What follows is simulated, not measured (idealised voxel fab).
process module | voxel capacitor over wiring
cross-section cut | 220 nm wide | cells 5 nm
A cross-section is a grid of square cells, given in bands from the top down. A band is one or more rows of cells.
Each band's line starts with the height of the band's top and of its bottom, in nm. Then come its materials from left to right, each with its width in nm. One material with "throughout" fills the band from edge to edge. "air" is empty space.
Height 0 is the level under which the wafer as received is all one material. The lowest band goes on downwards, as in "0 down".
A width such as "30 to 40" changes by the same amount from each row of cells to the next, from the band's top row to its bottom row.
"no change" after a step means that no cell of the cross-section changed.
closed voids: empty space of 8 cells or more with no open way to the top, each as width x height at its distance from the left edge, in nm
after a step's settings: what the simulator itself notes on the step
overlay nm, on a step with a mask: how far to the right of its planned place the mask lay; to the left if negative
plan
1 op RECEIVE | material Si
2 op CONFORMAL_DEP | material SiO2 | thk nm 15
3 op DIRECTIONAL_DEP | material TiN | thk nm 5
4 op DIRECTIONAL_DEP | material W | thk nm 20
5 op DIRECTIONAL_DEP | material aC | thk nm 10
6 op PATTERN | tone cover | mask id METAL_1 | material resist | width nm 20 | pitch nm 70 | thk nm 30 | overlay nm 0
7 op DIRECTIONAL_ETCH | etch materials aC | depth nm 10
8 op STRIP | etch materials resist
9 op DIRECTIONAL_ETCH | etch materials W | depth nm 20
10 op DIRECTIONAL_ETCH | etch materials TiN | depth nm 5
11 op STRIP | etch materials aC
12 op CONFORMAL_DEP | material SiCN | thk nm 5
13 op FILL_DEP | material lowk | thk nm 5
14 op CMP | height nm 40
15 op CONFORMAL_DEP | material SiCN | thk nm 5
16 op DIRECTIONAL_DEP | material lowk | thk nm 20
17 op PATTERN | tone open | mask id PLUG_1 | material resist | width nm 15 | thk nm 20 | overlay nm 0
18 op DIRECTIONAL_ETCH | etch materials lowk | depth nm 20
19 op DIRECTIONAL_ETCH | etch materials SiCN | depth nm 5
20 op STRIP | etch materials resist
21 op CONFORMAL_DEP | material TiN | thk nm 5
22 op FILL_DEP | material Ru | thk nm 5
23 op CMP | height nm 65
24 op DIRECTIONAL_DEP | material TiN | thk nm 10
25 op DIRECTIONAL_DEP | material HfO2 | thk nm 5
26 op DIRECTIONAL_DEP | material TiN | thk nm 10
27 op PATTERN | tone cover | mask id UPPER_PLATE | material resist | width nm 55 | thk nm 15 | overlay nm 0
28 op DIRECTIONAL_ETCH | etch materials TiN | depth nm 10
29 op DIRECTIONAL_ETCH | etch materials HfO2 | depth nm 5
30 op STRIP | etch materials resist
31 op PATTERN | tone cover | mask id LOWER_PLATE | material resist | width nm 65 | thk nm 15 | overlay nm 0
32 op DIRECTIONAL_ETCH | etch materials TiN | depth nm 10
33 op STRIP | etch materials resist
34 op FILL_DEP | material SiO2 | thk nm 15
35 op CMP | height nm 100
36 op DIRECTIONAL_DEP | material aC | thk nm 15
37 op PATTERN | tone open | mask id PLUG_2 | material resist | width nm 15 | thk nm 30 | overlay nm 0
38 op DIRECTIONAL_ETCH | etch materials aC | depth nm 15
39 op STRIP | etch materials resist
40 op DIRECTIONAL_ETCH | etch materials SiO2 | depth nm 10
41 op STRIP | etch materials aC
42 op CONFORMAL_DEP | material TiN | thk nm 5
43 op FILL_DEP | material Cu | thk nm 10
44 op CMP | height nm 100
45 op CONFORMAL_DEP | material SiN | thk nm 5
as received, after step 1
  0 down: Si throughout
  closed voids: none
a wafer at the end: this start, this plan, one mistake
  105 to 100: SiN throughout
  100 to 95: SiO2 80 | TiN 5 | Cu 5 | TiN 5 | SiO2 125
  95 to 90: SiO2 80 | TiN 15 | SiO2 125
  90 to 80: SiO2 70 | TiN 55 | SiO2 95
  80 to 75: SiO2 70 | HfO2 55 | SiO2 95
  75 to 65: SiO2 65 | TiN 65 | SiO2 90
  65 to 45: lowk 70 | TiN 5 | Ru 5 | TiN 5 | lowk 135
  45 to 40: SiCN 70 | TiN 15 | SiCN 135
  40 to 20: lowk 50 | SiCN 5 | W 20 | SiCN 5 | lowk 40 | SiCN 5 | W 20 | SiCN 5 | lowk 70
  20 to 15: SiCN 55 | TiN 20 | SiCN 50 | TiN 20 | SiCN 75
  15 to 0: SiO2 throughout
  0 down: Si throughout
  closed voids: none
what went wrong: step 6 ran as: op PATTERN | tone cover | mask id METAL_1 | material resist | width nm 20 | pitch nm 70 | thk nm 30 | overlay nm -10
